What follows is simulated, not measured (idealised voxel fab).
process module | voxel self aligned vias
cross-section cut | 245 nm wide | cells 5 nm
A cross-section is a grid of square cells, given in bands from the top down. A band is one or more rows of cells.
Each band's line starts with the height of the band's top and of its bottom, in nm. Then come its materials from left to right, each with its width in nm. One material with "throughout" fills the band from edge to edge. "air" is empty space.
Height 0 is the level under which the wafer as received is all one material. The lowest band goes on downwards, as in "0 down".
A width such as "30 to 40" changes by the same amount from each row of cells to the next, from the band's top row to its bottom row.
"no change" after a step means that no cell of the cross-section changed.
closed voids: empty space of 8 cells or more with no open way to the top, each as width x height at its distance from the left edge, in nm
after a step's settings: what the simulator itself notes on the step
overlay nm, on a step with a mask: how far to the right of its planned place the mask lay; to the left if negative
plan
1 op RECEIVE | material Si
2 op CONFORMAL_DEP | material SiO2 | thk nm 10
3 op CONFORMAL_DEP | material SiCN | thk nm 5
4 op DIRECTIONAL_DEP | material lowk | thk nm 30
5 op MASKED_ETCH | tone open | mask id LINES | width nm 25 | pitch nm 50 | etch materials lowk | depth nm 30 | overlay nm 0
6 op CONFORMAL_DEP | material TiN | thk nm 5
7 op FILL_DEP | material Ru | thk nm 5
8 op CMP | height nm 45
9 op SELECTIVE_ETCH | etch materials W Ru TiN | depth nm 5
10 op FILL_DEP | material SiN | thk nm 10
11 op CMP | height nm 45
12 op DIRECTIONAL_DEP | material lowk | thk nm 20
13 op DIRECTIONAL_DEP | material aC | thk nm 10
14 op PATTERN | tone open | mask id VIAS | material resist | width nm 35 | pitch nm 50 | thk nm 25 | overlay nm 0
15 op DIRECTIONAL_ETCH | etch materials aC | depth nm 10
16 op STRIP | etch materials resist
17 op DIRECTIONAL_ETCH | etch materials lowk | depth nm 20
18 op DIRECTIONAL_ETCH | etch materials SiN | depth nm 5
19 op STRIP | etch materials aC
20 op CONFORMAL_DEP | material TiN | thk nm 5
21 op FILL_DEP | material Ru | thk nm 10
22 op CMP | height nm 65
23 op CONFORMAL_DEP | material SiCN | thk nm 5
as received, after step 1
  0 down: Si throughout
  closed voids: none
a wafer at the end: this start, this plan, one mistake
  70 to 65: SiCN throughout
  65 to 45: lowk 80 | TiN 5 | Ru 25 | TiN 5 | lowk 15 | TiN 5 | Ru 25 | TiN 5 | lowk 80
  45 to 40: lowk 80 | TiN 35 | lowk 15 | TiN 35 | lowk 80
  40 to 25: lowk 80 | TiN 10 | Ru 15 | TiN 10 | lowk 15 | TiN 10 | Ru 15 | TiN 10 | lowk 80
  25 to 20: lowk 85 | TiN 5 | Ru 15 | TiN 5 | lowk 25 | TiN 5 | Ru 15 | TiN 5 | lowk 85
  20 to 15: lowk 85 | TiN 25 | lowk 25 | TiN 25 | lowk 85
  15 to 10: SiCN throughout
  10 to 0: SiO2 throughout
  0 down: Si throughout
  closed voids: none
what went wrong: step 17 was run twice
